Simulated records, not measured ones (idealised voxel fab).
Proc. module: voxel transistor to metal
160 nm wide, 5 nm square cells: that's cross-section cut.
A cross-section is written here as square cells arranged in a grid, and it is given in bands from the top down, each band taking up one or more rows of cells.
In this notation a band is specified by the heights of its top and bottom, in that order and in nm, after which its materials appear from left to right, each paired with its width in nm. The word "edge to edge" attached to a single material means that material fills the band from edge to edge; the word "empty" stands for empty space.
Below 0: as-received wafer, all one material; heights counted from there. Lowest band: no bottom, goes on down, written "0 and below".
The width entry "30->40" should be interpreted row by row: the top row of cells in the band takes the first number, the bottom row takes the second number, and the change between adjacent rows is uniform throughout.
"no modifications" for a step: no cell of the cross-section changed in that step.
The list in "Non-vented voids" covers empty spaces of 8 cells or more that cannot reach the top through any open way, and it gives each as width x height at distance; the distance is from the left edge, and width, height and distance are in nm.
Heads up: the bit after the settings on a step's line is the simulator's remark on that step.
On any step carrying a mask, the "overlay nm" setting, if present on the step's line, tells how far right of its planned place the mask lay; negative values point to the left.

The following list gives the planned process steps:
1. RECEIVE: material Si
2. CONFORMAL_DEP: material SiO2, thk nm 5
3. CONFORMAL_DEP: material SiN, thk nm 15
4. PATTERN: tone cover, mask id ACTIVE, material resist, width nm 95, thk nm 15, overlay nm 0
5. DIRECTIONAL_ETCH: etch materials SiN, depth nm 15
6. DIRECTIONAL_ETCH: etch materials SiO2, depth nm 5
7. DIRECTIONAL_ETCH: etch materials Si, depth nm 20
8. STRIP: etch materials resist
9. FILL_DEP: material SiO2, thk nm 15
10. CMP: height nm 20
11. SELECTIVE_ETCH: etch materials SiO2, depth nm 10
12. STRIP: etch materials SiN
13. SELECTIVE_ETCH: etch materials SiO2, depth nm 5
14. OXIDIZE: depth nm 5
15. DIRECTIONAL_DEP: material polySi, thk nm 25
16. DIRECTIONAL_DEP: material SiCN, thk nm 15
17. PATTERN: tone cover, mask id GATE, material resist, width nm 25, thk nm 15, overlay nm 0
18. DIRECTIONAL_ETCH: etch materials SiCN, depth nm 25
19. DIRECTIONAL_ETCH: etch materials polySi, depth nm 35
20. STRIP: etch materials resist
21. CONFORMAL_DEP: material SiO2, thk nm 5
22. DIRECTIONAL_ETCH: etch materials SiO2, depth nm 5
23. CONFORMAL_DEP: material SiN, thk nm 5
24. DIRECTIONAL_ETCH: etch materials SiN, depth nm 5
25. DIRECTIONAL_ETCH: etch materials SiO2, depth nm 5
26. DIRECTIONAL_ETCH: etch materials Si, depth nm 15
27. EPI: material SiGe, thk nm 15
28. FILL_DEP: material SiO2, thk nm 5
29. CMP: height nm 25
30. STRIP: etch materials polySi
31. SELECTIVE_ETCH: etch materials SiO2, depth nm 5
32. CONFORMAL_DEP: material HfO2, thk nm 5
33. CONFORMAL_DEP: material TiN, thk nm 5
34. FILL_DEP: material W, thk nm 5
35. CMP: height nm 20
36. DIRECTIONAL_DEP: material SiO2, thk nm 15
37. PATTERN: tone open, mask id CONTACT, material resist, width nm 15, pitch nm 70, thk nm 20, overlay nm 0
38. DIRECTIONAL_ETCH: etch materials SiO2, depth nm 25
39. STRIP: etch materials resist
40. CONFORMAL_DEP: material TiN, thk nm 5
41. FILL_DEP: material Ru, thk nm 10
42. CMP: height nm 35
43. DIRECTIONAL_DEP: material TiN, thk nm 5
44. DIRECTIONAL_DEP: material W, thk nm 25
45. PATTERN: tone cover, mask id METAL_1, material resist, width nm 15, pitch nm 70, thk nm 20, overlay nm 0
46. DIRECTIONAL_ETCH: etch materials W, depth nm 25
47. DIRECTIONAL_ETCH: etch materials TiN, depth nm 5
48. STRIP: etch materials resist
49. FILL_DEP: material SiO2, thk nm 5
50. CMP: height nm 65
51. CONFORMAL_DEP: material SiCN, thk nm 5
52. DIRECTIONAL_DEP: material SiO2, thk nm 30
53. PATTERN: tone open, mask id METAL_2, material resist, width nm 15, pitch nm 70, thk nm 20, overlay nm 0
54. DIRECTIONAL_ETCH: etch materials SiO2, depth nm 20
55. STRIP: etch materials resist
56. MASKED_ETCH: tone open, mask id METAL_2_HOLES, width nm 15, pitch nm 70, etch materials SiO2, depth nm 10, overlay nm 0
57. MASKED_ETCH: tone open, mask id METAL_2_HOLES, width nm 15, pitch nm 70, etch materials SiCN, depth nm 5, overlay nm 0
58. CONFORMAL_DEP: material TiN, thk nm 5
59. FILL_DEP: material Ru, thk nm 5
60. CMP: height nm 100
61. CONFORMAL_DEP: material SiCN, thk nm 5

Below: the first of two wafers, run as planned:

As-received wafer cross-section (after step 1):
    0 and below  Si edge to edge
    Non-vented voids: none

Step 2 done - wafer cross-section:
    5 down to 0  SiO2 edge to edge
    For the remainder of the cross-section, below 0, there is no change.

Step 3 done - wafer cross-section:
    20 down to 5  SiN edge to edge
    For the remainder of the cross-section, below 5, there is no change.

Step 4 done - wafer cross-section:
    35 down to 20  empty 30, then resist 95, then empty 35
    For the remainder of the cross-section, below 20, there is no change.

Step 5 done - wafer cross-section:
    35 down to 20  empty 30, then resist 95, then empty 35
    20 down to 5  empty 30, then SiN 95, then empty 35
    For the remainder of the cross-section, below 5, there is no change.

Step 6 done - wafer cross-section:
    35 down to 20  empty 30, then resist 95, then empty 35
    20 down to 5  empty 30, then SiN 95, then empty 35
    5 down to 0  empty 30, then SiO2 95, then empty 35
    For the remainder of the cross-section, below 0, there is no change.

Step 7 done - wafer cross-section:
    35 down to 20  empty 30, then resist 95, then empty 35
    20 down to 5  empty 30, then SiN 95, then empty 35
    5 down to 0  empty 30, then SiO2 95, then empty 35
    0 down to -20  empty 30, then Si 95, then empty 35
    For the remainder of the cross-section, below -20, there is no change.

Step 8 done - wafer cross-section:
    20 down to 5  empty 30, then SiN 95, then empty 35
    For the remainder of the cross-section, below 5, there is no change.

Step 9 done - wafer cross-section:
    35 down to 20  SiO2 edge to edge
    20 down to 5  SiO2 30, then SiN 95, then SiO2 35
    5 down to 0  SiO2 edge to edge
    0 down to -20  SiO2 30, then Si 95, then SiO2 35
    For the remainder of the cross-section, below -20, there is no change.

Step 10 done - wafer cross-section:
    20 down to 5  SiO2 30, then SiN 95, then SiO2 35
    For the remainder of the cross-section, below 5, there is no change.

Step 11 done - wafer cross-section:
    20 down to 10  empty 30, then SiN 95, then empty 35
    For the remainder of the cross-section, below 10, there is no change.

Step 12 done - wafer cross-section:
    10 down to 5  SiO2 30, then empty 95, then SiO2 35
    For the remainder of the cross-section, below 5, there is no change.

Step 13 done - wafer cross-section:
    5 down to 0  SiO2 25, then empty 105, then SiO2 30
    For the remainder of the cross-section, below 0, there is no change.

Step 14 done - wafer cross-section:
    5 down to 0  SiO2 25, then empty 105, then SiO2 30
    0 down to -5  SiO2 edge to edge
    For the remainder of the cross-section, below -5, there is no change.

Step 15 done - wafer cross-section:
    30 down to 25  polySi 25, then empty 105, then polySi 30
    25 down to 5  polySi edge to edge
    5 down to 0  SiO2 25, then polySi 105, then SiO2 30
    For the remainder of the cross-section, below 0, there is no change.

Step 16 done - wafer cross-section:
    45 down to 40  SiCN 25, then empty 105, then SiCN 30
    40 down to 30  SiCN edge to edge
    30 down to 25  polySi 25, then SiCN 105, then polySi 30
    For the remainder of the cross-section, below 25, there is no change.

Step 17 done - wafer cross-section:
    60 down to 45  empty 65, then resist 25, then empty 70
    45 down to 40  SiCN 25, then empty 40, then resist 25, then empty 40, then SiCN 30
    For the remainder of the cross-section, below 40, there is no change.

Step 18 done - wafer cross-section:
    60 down to 40  empty 65, then resist 25, then empty 70
    40 down to 30  empty 65, then SiCN 25, then empty 70
    30 down to 25  polySi 25, then empty 40, then SiCN 25, then empty 40, then polySi 30
    For the remainder of the cross-section, below 25, there is no change.

Step 19 done - wafer cross-section:
    60 down to 40  empty 65, then resist 25, then empty 70
    40 down to 25  empty 65, then SiCN 25, then empty 70
    25 down to 5  empty 65, then polySi 25, then empty 70
    5 down to 0  SiO2 25, then empty 40, then polySi 25, then empty 40, then SiO2 30
    For the remainder of the cross-section, below 0, there is no change.

Step 20 done - wafer cross-section:
    40 down to 25  empty 65, then SiCN 25, then empty 70
    For the remainder of the cross-section, below 25, there is no change.

Step 21 done - wafer cross-section:
    45 down to 40  empty 60, then SiO2 35, then empty 65
    40 down to 25  empty 60, then SiO2 5, then SiCN 25, then SiO2 5, then empty 65
    25 down to 10  empty 60, then SiO2 5, then polySi 25, then SiO2 5, then empty 65
    10 down to 5  SiO2 30, then empty 30, then SiO2 5, then polySi 25, then SiO2 5, then empty 30, then SiO2 35
    5 down to 0  SiO2 65, then polySi 25, then SiO2 70
    For the remainder of the cross-section, below 0, there is no change.

Step 22 done - wafer cross-section:
    40 down to 25  empty 60, then SiO2 5, then SiCN 25, then SiO2 5, then empty 65
    25 down to 5  empty 60, then SiO2 5, then polySi 25, then SiO2 5, then empty 65
    5 down to 0  SiO2 30, then empty 30, then SiO2 5, then polySi 25, then SiO2 5, then empty 30, then SiO2 35
    For the remainder of the cross-section, below 0, there is no change.

Step 23 done - wafer cross-section:
    45 down to 40  empty 55, then SiN 45, then empty 60
    40 down to 25  empty 55, then SiN 5, then SiO2 5, then SiCN 25, then SiO2 5, then SiN 5, then empty 60
    25 down to 10  empty 55, then SiN 5, then SiO2 5, then polySi 25, then SiO2 5, then SiN 5, then empty 60
    10 down to 5  SiN 35, then empty 20, then SiN 5, then SiO2 5, then polySi 25, then SiO2 5, then SiN 5, then empty 20, then SiN 40
    5 down to 0  SiO2 30, then SiN 30, then SiO2 5, then polySi 25, then SiO2 5, then SiN 30, then SiO2 35
    For the remainder of the cross-section, below 0, there is no change.

Step 24 done - wafer cross-section:
    40 down to 25  empty 55, then SiN 5, then SiO2 5, then SiCN 25, then SiO2 5, then SiN 5, then empty 60
    25 down to 5  empty 55, then SiN 5, then SiO2 5, then polySi 25, then SiO2 5, then SiN 5, then empty 60
    5 down to 0  SiO2 30, then SiN 5, then empty 20, then SiN 5, then SiO2 5, then polySi 25, then SiO2 5, then SiN 5, then empty 20, then SiN 5, then SiO2 35
    For the remainder of the cross-section, below 0, there is no change.

Step 25 done - wafer cross-section:
    40 down to 35  empty 55, then SiN 5, then empty 5, then SiCN 25, then empty 5, then SiN 5, then empty 60
    35 down to 25  empty 55, then SiN 5, then SiO2 5, then SiCN 25, then SiO2 5, then SiN 5, then empty 60
    25 down to 5  empty 55, then SiN 5, then SiO2 5, then polySi 25, then SiO2 5, then SiN 5, then empty 60
    5 down to 0  empty 30, then SiN 5, then empty 20, then SiN 5, then SiO2 5, then polySi 25, then SiO2 5, then SiN 5, then empty 20, then SiN 5, then empty 35
    0 down to -5  SiO2 35, then empty 20, then SiO2 45, then empty 20, then SiO2 40
    For the remainder of the cross-section, below -5, there is no change.

Step 26 done - wafer cross-section:
    40 down to 35  empty 55, then SiN 5, then empty 5, then SiCN 25, then empty 5, then SiN 5, then empty 60
    35 down to 25  empty 55, then SiN 5, then SiO2 5, then SiCN 25, then SiO2 5, then SiN 5, then empty 60
    25 down to 5  empty 55, then SiN 5, then SiO2 5, then polySi 25, then SiO2 5, then SiN 5, then empty 60
    5 down to 0  empty 30, then SiN 5, then empty 20, then SiN 5, then SiO2 5, then polySi 25, then SiO2 5, then SiN 5, then empty 20, then SiN 5, then empty 35
    0 down to -5  SiO2 35, then empty 20, then SiO2 45, then empty 20, then SiO2 40
    -5 down to -20  SiO2 30, then Si 5, then empty 20, then Si 45, then empty 20, then Si 5, then SiO2 35
    For the remainder of the cross-section, below -20, there is no change.

Step 27 done - wafer cross-section:
    40 down to 35  empty 55, then SiN 5, then empty 5, then SiCN 25, then empty 5, then SiN 5, then empty 60
    35 down to 25  empty 55, then SiN 5, then SiO2 5, then SiCN 25, then SiO2 5, then SiN 5, then empty 60
    25 down to 10  empty 55, then SiN 5, then SiO2 5, then polySi 25, then SiO2 5, then SiN 5, then empty 60
    10 down to 5  empty 30, then SiGe 25, then SiN 5, then SiO2 5, then polySi 25, then SiO2 5, then SiN 5, then SiGe 25, then empty 35
    5 down to 0  empty 30, then SiN 5, then SiGe 20, then SiN 5, then SiO2 5, then polySi 25, then SiO2 5, then SiN 5, then SiGe 20, then SiN 5, then empty 35
    0 down to -5  SiO2 35, then SiGe 20, then SiO2 45, then SiGe 20, then SiO2 40
    -5 down to -20  SiO2 30, then Si 5, then SiGe 20, then Si 45, then SiGe 20, then Si 5, then SiO2 35
    For the remainder of the cross-section, below -20, there is no change.

Step 28 done - wafer cross-section:
    45 down to 40  SiO2 edge to edge
    40 down to 25  SiO2 55, then SiN 5, then SiO2 5, then SiCN 25, then SiO2 5, then SiN 5, then SiO2 60
    25 down to 10  SiO2 55, then SiN 5, then SiO2 5, then polySi 25, then SiO2 5, then SiN 5, then SiO2 60
    10 down to 5  SiO2 30, then SiGe 25, then SiN 5, then SiO2 5, then polySi 25, then SiO2 5, then SiN 5, then SiGe 25, then SiO2 35
    5 down to 0  SiO2 30, then SiN 5, then SiGe 20, then SiN 5, then SiO2 5, then polySi 25, then SiO2 5, then SiN 5, then SiGe 20, then SiN 5, then SiO2 35
    For the remainder of the cross-section, below 0, there is no change.

Step 29 done - wafer cross-section:
    25 down to 10  SiO2 55, then SiN 5, then SiO2 5, then polySi 25, then SiO2 5, then SiN 5, then SiO2 60
    For the remainder of the cross-section, below 10, there is no change.

Step 30 done - wafer cross-section:
    25 down to 10  SiO2 55, then SiN 5, then SiO2 5, then empty 25, then SiO2 5, then SiN 5, then SiO2 60
    10 down to 5  SiO2 30, then SiGe 25, then SiN 5, then SiO2 5, then empty 25, then SiO2 5, then SiN 5, then SiGe 25, then SiO2 35
    5 down to 0  SiO2 30, then SiN 5, then SiGe 20, then SiN 5, then SiO2 5, then empty 25, then SiO2 5, then SiN 5, then SiGe 20, then SiN 5, then SiO2 35
    For the remainder of the cross-section, below 0, there is no change.

Step 31 done - wafer cross-section:
    25 down to 20  empty 55, then SiN 5, then empty 35, then SiN 5, then empty 60
    20 down to 10  SiO2 55, then SiN 5, then empty 35, then SiN 5, then SiO2 60
    10 down to 5  SiO2 30, then SiGe 25, then SiN 5, then empty 35, then SiN 5, then SiGe 25, then SiO2 35
    5 down to 0  SiO2 30, then SiN 5, then SiGe 20, then SiN 5, then empty 35, then SiN 5, then SiGe 20, then SiN 5, then SiO2 35
    0 down to -5  SiO2 35, then SiGe 20, then SiO2 5, then empty 35, then SiO2 5, then SiGe 20, then SiO2 40
    For the remainder of the cross-section, below -5, there is no change.

Step 32 done - wafer cross-section:
    30 down to 25  empty 50, then HfO2 15, then empty 25, then HfO2 15, then empty 55
    25 down to 20  HfO2 55, then SiN 5, then HfO2 5, then empty 25, then HfO2 5, then SiN 5, then HfO2 60
    20 down to 10  SiO2 55, then SiN 5, then HfO2 5, then empty 25, then HfO2 5, then SiN 5, then SiO2 60
    10 down to 5  SiO2 30, then SiGe 25, then SiN 5, then HfO2 5, then empty 25, then HfO2 5, then SiN 5, then SiGe 25, then SiO2 35
    5 down to 0  SiO2 30, then SiN 5, then SiGe 20, then SiN 5, then HfO2 5, then empty 25, then HfO2 5, then SiN 5, then SiGe 20, then SiN 5, then SiO2 35
    0 down to -5  SiO2 35, then SiGe 20, then SiO2 5, then HfO2 35, then SiO2 5, then SiGe 20, then SiO2 40
    For the remainder of the cross-section, below -5, there is no change.

Step 33 done - wafer cross-section:
    35 down to 30  empty 45, then TiN 25, then empty 15, then TiN 25, then empty 50
    30 down to 25  TiN 50, then HfO2 15, then TiN 5, then empty 15, then TiN 5, then HfO2 15, then TiN 55
    25 down to 20  HfO2 55, then SiN 5, then HfO2 5, then TiN 5, then empty 15, then TiN 5, then HfO2 5, then SiN 5, then HfO2 60
    20 down to 10  SiO2 55, then SiN 5, then HfO2 5, then TiN 5, then empty 15, then TiN 5, then HfO2 5, then SiN 5, then SiO2 60
    10 down to 5  SiO2 30, then SiGe 25, then SiN 5, then HfO2 5, then TiN 5, then empty 15, then TiN 5, then HfO2 5, then SiN 5, then SiGe 25, then SiO2 35
    5 down to 0  SiO2 30, then SiN 5, then SiGe 20, then SiN 5, then HfO2 5, then TiN 25, then HfO2 5, then SiN 5, then SiGe 20, then SiN 5, then SiO2 35
    For the remainder of the cross-section, below 0, there is no change.

Step 34 done - wafer cross-section:
    40 down to 35  W edge to edge
    35 down to 30  W 45, then TiN 25, then W 15, then TiN 25, then W 50
    30 down to 25  TiN 50, then HfO2 15, then TiN 5, then W 15, then TiN 5, then HfO2 15, then TiN 55
    25 down to 20  HfO2 55, then SiN 5, then HfO2 5, then TiN 5, then W 15, then TiN 5, then HfO2 5, then SiN 5, then HfO2 60
    20 down to 10  SiO2 55, then SiN 5, then HfO2 5, then TiN 5, then W 15, then TiN 5, then HfO2 5, then SiN 5, then SiO2 60
    10 down to 5  SiO2 30, then SiGe 25, then SiN 5, then HfO2 5, then TiN 5, then W 15, then TiN 5, then HfO2 5, then SiN 5, then SiGe 25, then SiO2 35
    For the remainder of the cross-section, below 5, there is no change.

Step 35 done - wafer cross-section:
    20 down to 10  SiO2 55, then SiN 5, then HfO2 5, then TiN 5, then W 15, then TiN 5, then HfO2 5, then SiN 5, then SiO2 60
    For the remainder of the cross-section, below 10, there is no change.

Step 36 done - wafer cross-section:
    35 down to 20  SiO2 edge to edge
    For the remainder of the cross-section, below 20, there is no change.

Step 37 done - wafer cross-section:
    55 down to 35  resist 35, then empty 15, then resist 55, then empty 15, then resist 40
    For the remainder of the cross-section, below 35, there is no change.

Step 38 done - wafer cross-section:
    55 down to 35  resist 35, then empty 15, then resist 55, then empty 15, then resist 40
    35 down to 20  SiO2 35, then empty 15, then SiO2 55, then empty 15, then SiO2 40
    20 down to 10  SiO2 35, then empty 15, then SiO2 5, then SiN 5, then HfO2 5, then TiN 5, then W 15, then TiN 5, then HfO2 5, then SiN 5, then SiO2 5, then empty 15, then SiO2 40
    For the remainder of the cross-section, below 10, there is no change.

Step 39 done - wafer cross-section:
    35 down to 20  SiO2 35, then empty 15, then SiO2 55, then empty 15, then SiO2 40
    For the remainder of the cross-section, below 20, there is no change.

Step 40 done - wafer cross-section:
    40 down to 35  TiN 40, then empty 5, then TiN 65, then empty 5, then TiN 45
    35 down to 20  SiO2 35, then TiN 5, then empty 5, then TiN 5, then SiO2 55, then TiN 5, then empty 5, then TiN 5, then SiO2 40
    20 down to 15  SiO2 35, then TiN 5, then empty 5, then TiN 5, then SiO2 5, then SiN 5, then HfO2 5, then TiN 5, then W 15, then TiN 5, then HfO2 5, then SiN 5, then SiO2 5, then TiN 5, then empty 5, then TiN 5, then SiO2 40
    15 down to 10  SiO2 35, then TiN 15, then SiO2 5, then SiN 5, then HfO2 5, then TiN 5, then W 15, then TiN 5, then HfO2 5, then SiN 5, then SiO2 5, then TiN 15, then SiO2 40
    For the remainder of the cross-section, below 10, there is no change.

Step 41 done - wafer cross-section:
    50 down to 40  Ru edge to edge
    40 down to 35  TiN 40, then Ru 5, then TiN 65, then Ru 5, then TiN 45
    35 down to 20  SiO2 35, then TiN 5, then Ru 5, then TiN 5, then SiO2 55, then TiN 5, then Ru 5, then TiN 5, then SiO2 40
    20 down to 15  SiO2 35, then TiN 5, then Ru 5, then TiN 5, then SiO2 5, then SiN 5, then HfO2 5, then TiN 5, then W 15, then TiN 5, then HfO2 5, then SiN 5, then SiO2 5, then TiN 5, then Ru 5, then TiN 5, then SiO2 40
    For the remainder of the cross-section, below 15, there is no change.

Step 42 done - wafer cross-section:
    35 down to 20  SiO2 35, then TiN 5, then Ru 5, then TiN 5, then SiO2 55, then TiN 5, then Ru 5, then TiN 5, then SiO2 40
    For the remainder of the cross-section, below 20, there is no change.

Step 43 done - wafer cross-section:
    40 down to 35  TiN edge to edge
    For the remainder of the cross-section, below 35, there is no change.

Step 44 done - wafer cross-section:
    65 down to 40  W edge to edge
    For the remainder of the cross-section, below 40, there is no change.

Step 45 done - wafer cross-section:
    85 down to 65  empty 35, then resist 15, then empty 55, then resist 15, then empty 40
    For the remainder of the cross-section, below 65, there is no change.

Step 46 done - wafer cross-section:
    85 down to 65  empty 35, then resist 15, then empty 55, then resist 15, then empty 40
    65 down to 40  empty 35, then W 15, then empty 55, then W 15, then empty 40
    For the remainder of the cross-section, below 40, there is no change.

Step 47 done - wafer cross-section:
    85 down to 65  empty 35, then resist 15, then empty 55, then resist 15, then empty 40
    65 down to 40  empty 35, then W 15, then empty 55, then W 15, then empty 40
    40 down to 35  empty 35, then TiN 15, then empty 55, then TiN 15, then empty 40
    For the remainder of the cross-section, below 35, there is no change.

Step 48 done - wafer cross-section:
    65 down to 40  empty 35, then W 15, then empty 55, then W 15, then empty 40
    For the remainder of the cross-section, below 40, there is no change.

Step 49 done - wafer cross-section:
    70 down to 65  SiO2 edge to edge
    65 down to 40  SiO2 35, then W 15, then SiO2 55, then W 15, then SiO2 40
    40 down to 35  SiO2 35, then TiN 15, then SiO2 55, then TiN 15, then SiO2 40
    For the remainder of the cross-section, below 35, there is no change.

Step 50 done - wafer cross-section:
    65 down to 40  SiO2 35, then W 15, then SiO2 55, then W 15, then SiO2 40
    For the remainder of the cross-section, below 40, there is no change.

Step 51 done - wafer cross-section:
    70 down to 65  SiCN edge to edge
    For the remainder of the cross-section, below 65, there is no change.

Step 52 done - wafer cross-section:
    100 down to 70  SiO2 edge to edge
    For the remainder of the cross-section, below 70, there is no change.

Step 53 done - wafer cross-section:
    120 down to 100  resist 35, then empty 15, then resist 55, then empty 15, then resist 40
    For the remainder of the cross-section, below 100, there is no change.

Step 54 done - wafer cross-section:
    120 down to 100  resist 35, then empty 15, then resist 55, then empty 15, then resist 40
    100 down to 80  SiO2 35, then empty 15, then SiO2 55, then empty 15, then SiO2 40
    For the remainder of the cross-section, below 80, there is no change.

Step 55 done - wafer cross-section:
    100 down to 80  SiO2 35, then empty 15, then SiO2 55, then empty 15, then SiO2 40
    For the remainder of the cross-section, below 80, there is no change.

Step 56 done - wafer cross-section:
    100 down to 70  SiO2 35, then empty 15, then SiO2 55, then empty 15, then SiO2 40
    For the remainder of the cross-section, below 70, there is no change.

Step 57 done - wafer cross-section:
    100 down to 70  SiO2 35, then empty 15, then SiO2 55, then empty 15, then SiO2 40
    70 down to 65  SiCN 35, then empty 15, then SiCN 55, then empty 15, then SiCN 40
    For the remainder of the cross-section, below 65, there is no change.

Step 58 done - wafer cross-section:
    105 down to 100  TiN 40, then empty 5, then TiN 65, then empty 5, then TiN 45
    100 down to 70  SiO2 35, then TiN 5, then empty 5, then TiN 5, then SiO2 55, then TiN 5, then empty 5, then TiN 5, then SiO2 40
    70 down to 65  SiCN 35, then TiN 15, then SiCN 55, then TiN 15, then SiCN 40
    For the remainder of the cross-section, below 65, there is no change.

Step 59 done - wafer cross-section:
    110 down to 105  Ru edge to edge
    105 down to 100  TiN 40, then Ru 5, then TiN 65, then Ru 5, then TiN 45
    100 down to 70  SiO2 35, then TiN 5, then Ru 5, then TiN 5, then SiO2 55, then TiN 5, then Ru 5, then TiN 5, then SiO2 40
    For the remainder of the cross-section, below 70, there is no change.

Step 60 done - wafer cross-section:
    100 down to 70  SiO2 35, then TiN 5, then Ru 5, then TiN 5, then SiO2 55, then TiN 5, then Ru 5, then TiN 5, then SiO2 40
    For the remainder of the cross-section, below 70, there is no change.

Step 61 done - wafer cross-section:
    105 down to 100  SiCN edge to edge
    For the remainder of the cross-section, below 100, there is no change.

Second wafer, same starting conditions and recipe as the first, one mistake in executing it, nothing differs from the first up to and including step 36:

Second wafer, cross-section, planned end of step 37:
    55 down to 35  empty 35, then resist 15, then empty 55, then resist 15, then empty 40
    For the remainder of the cross-section, below 35, there is no change.

Second wafer, cross-section, planned end of step 38:
    55 down to 35  empty 35, then resist 15, then empty 55, then resist 15, then empty 40
    35 down to 20  empty 35, then SiO2 15, then empty 55, then SiO2 15, then empty 40
    20 down to 10  empty 35, then SiO2 15, then empty 5, then SiN 5, then HfO2 5, then TiN 5, then W 15, then TiN 5, then HfO2 5, then SiN 5, then empty 5, then SiO2 15, then empty 40
    For the remainder of the cross-section, below 10, there is no change.

Second wafer, cross-section, planned end of step 39:
    35 down to 20  empty 35, then SiO2 15, then empty 55, then SiO2 15, then empty 40
    For the remainder of the cross-section, below 20, there is no change.

Second wafer, cross-section, planned end of step 40:
    40 down to 35  empty 30, then TiN 25, then empty 45, then TiN 25, then empty 35
    35 down to 25  empty 30, then TiN 5, then SiO2 15, then TiN 5, then empty 45, then TiN 5, then SiO2 15, then TiN 5, then empty 35
    25 down to 20  empty 30, then TiN 5, then SiO2 15, then TiN 55, then SiO2 15, then TiN 5, then empty 35
    20 down to 15  empty 30, then TiN 5, then SiO2 15, then TiN 5, then SiN 5, then HfO2 5, then TiN 5, then W 15, then TiN 5, then HfO2 5, then SiN 5, then TiN 5, then SiO2 15, then TiN 5, then empty 35
    15 down to 10  TiN 35, then SiO2 15, then TiN 5, then SiN 5, then HfO2 5, then TiN 5, then W 15, then TiN 5, then HfO2 5, then SiN 5, then TiN 5, then SiO2 15, then TiN 40
    For the remainder of the cross-section, below 10, there is no change.

Second wafer, cross-section, planned end of step 41:
    50 down to 40  Ru edge to edge
    40 down to 35  Ru 30, then TiN 25, then Ru 45, then TiN 25, then Ru 35
    35 down to 25  Ru 30, then TiN 5, then SiO2 15, then TiN 5, then Ru 45, then TiN 5, then SiO2 15, then TiN 5, then Ru 35
    25 down to 20  Ru 30, then TiN 5, then SiO2 15, then TiN 55, then SiO2 15, then TiN 5, then Ru 35
    20 down to 15  Ru 30, then TiN 5, then SiO2 15, then TiN 5, then SiN 5, then HfO2 5, then TiN 5, then W 15, then TiN 5, then HfO2 5, then SiN 5, then TiN 5, then SiO2 15, then TiN 5, then Ru 35
    For the remainder of the cross-section, below 15, there is no change.

Second wafer, cross-section, planned end of step 42:
    35 down to 25  Ru 30, then TiN 5, then SiO2 15, then TiN 5, then Ru 45, then TiN 5, then SiO2 15, then TiN 5, then Ru 35
    For the remainder of the cross-section, below 25, there is no change.

Second wafer, cross-section, planned end of step 43:
    40 down to 35  TiN edge to edge
    For the remainder of the cross-section, below 35, there is no change.

Second wafer, cross-section, planned end of step 44:
    65 down to 40  W edge to edge
    For the remainder of the cross-section, below 40, there is no change.

Second wafer, cross-section, planned end of step 45:
    85 down to 65  empty 35, then resist 15, then empty 55, then resist 15, then empty 40
    For the remainder of the cross-section, below 65, there is no change.

Second wafer, cross-section, planned end of step 46:
    85 down to 65  empty 35, then resist 15, then empty 55, then resist 15, then empty 40
    65 down to 40  empty 35, then W 15, then empty 55, then W 15, then empty 40
    For the remainder of the cross-section, below 40, there is no change.

Second wafer, cross-section, planned end of step 47:
    85 down to 65  empty 35, then resist 15, then empty 55, then resist 15, then empty 40
    65 down to 40  empty 35, then W 15, then empty 55, then W 15, then empty 40
    40 down to 35  empty 35, then TiN 15, then empty 55, then TiN 15, then empty 40
    For the remainder of the cross-section, below 35, there is no change.

Second wafer, cross-section, planned end of step 48:
    65 down to 40  empty 35, then W 15, then empty 55, then W 15, then empty 40
    For the remainder of the cross-section, below 40, there is no change.

Second wafer, cross-section, planned end of step 49:
    70 down to 65  SiO2 edge to edge
    65 down to 40  SiO2 35, then W 15, then SiO2 55, then W 15, then SiO2 40
    40 down to 35  SiO2 35, then TiN 15, then SiO2 55, then TiN 15, then SiO2 40
    For the remainder of the cross-section, below 35, there is no change.

Second wafer, cross-section, planned end of step 50:
    65 down to 40  SiO2 35, then W 15, then SiO2 55, then W 15, then SiO2 40
    For the remainder of the cross-section, below 40, there is no change.

Second wafer, cross-section, planned end of step 51:
    70 down to 65  SiCN edge to edge
    For the remainder of the cross-section, below 65, there is no change.

Second wafer, cross-section, planned end of step 52:
    100 down to 70  SiO2 edge to edge
    For the remainder of the cross-section, below 70, there is no change.

Second wafer, cross-section, planned end of step 53:
    120 down to 100  resist 35, then empty 15, then resist 55, then empty 15, then resist 40
    For the remainder of the cross-section, below 100, there is no change.

Second wafer, cross-section, planned end of step 54:
    120 down to 100  resist 35, then empty 15, then resist 55, then empty 15, then resist 40
    100 down to 80  SiO2 35, then empty 15, then SiO2 55, then empty 15, then SiO2 40
    For the remainder of the cross-section, below 80, there is no change.

Second wafer, cross-section, planned end of step 55:
    100 down to 80  SiO2 35, then empty 15, then SiO2 55, then empty 15, then SiO2 40
    For the remainder of the cross-section, below 80, there is no change.

Second wafer, cross-section, planned end of step 56:
    100 down to 70  SiO2 35, then empty 15, then SiO2 55, then empty 15, then SiO2 40
    For the remainder of the cross-section, below 70, there is no change.

Second wafer, cross-section, planned end of step 57:
    100 down to 70  SiO2 35, then empty 15, then SiO2 55, then empty 15, then SiO2 40
    70 down to 65  SiCN 35, then empty 15, then SiCN 55, then empty 15, then SiCN 40
    For the remainder of the cross-section, below 65, there is no change.

Second wafer, cross-section, planned end of step 58:
    105 down to 100  TiN 40, then empty 5, then TiN 65, then empty 5, then TiN 45
    100 down to 70  SiO2 35, then TiN 5, then empty 5, then TiN 5, then SiO2 55, then TiN 5, then empty 5, then TiN 5, then SiO2 40
    70 down to 65  SiCN 35, then TiN 15, then SiCN 55, then TiN 15, then SiCN 40
    For the remainder of the cross-section, below 65, there is no change.

Second wafer, cross-section, planned end of step 59:
    110 down to 105  Ru edge to edge
    105 down to 100  TiN 40, then Ru 5, then TiN 65, then Ru 5, then TiN 45
    100 down to 70  SiO2 35, then TiN 5, then Ru 5, then TiN 5, then SiO2 55, then TiN 5, then Ru 5, then TiN 5, then SiO2 40
    For the remainder of the cross-section, below 70, there is no change.

Second wafer, cross-section, planned end of step 60:
    100 down to 70  SiO2 35, then TiN 5, then Ru 5, then TiN 5, then SiO2 55, then TiN 5, then Ru 5, then TiN 5, then SiO2 40
    For the remainder of the cross-section, below 70, there is no change.

Second wafer, cross-section, planned end of step 61:
    105 down to 100  SiCN edge to edge
    For the remainder of the cross-section, below 100, there is no change.
Against the plan, the run slipped here: step 37 was run on a setting that differed from the plan, and what really ran there is PATTERN: tone cover, mask id CONTACT, material resist, width nm 15, pitch nm 70, thk nm 20, overlay nm 0
Cell-count delta at end, second wafer over first, by material: Ru: 62 more, SiO2: 82 fewer, TiN: 20 more
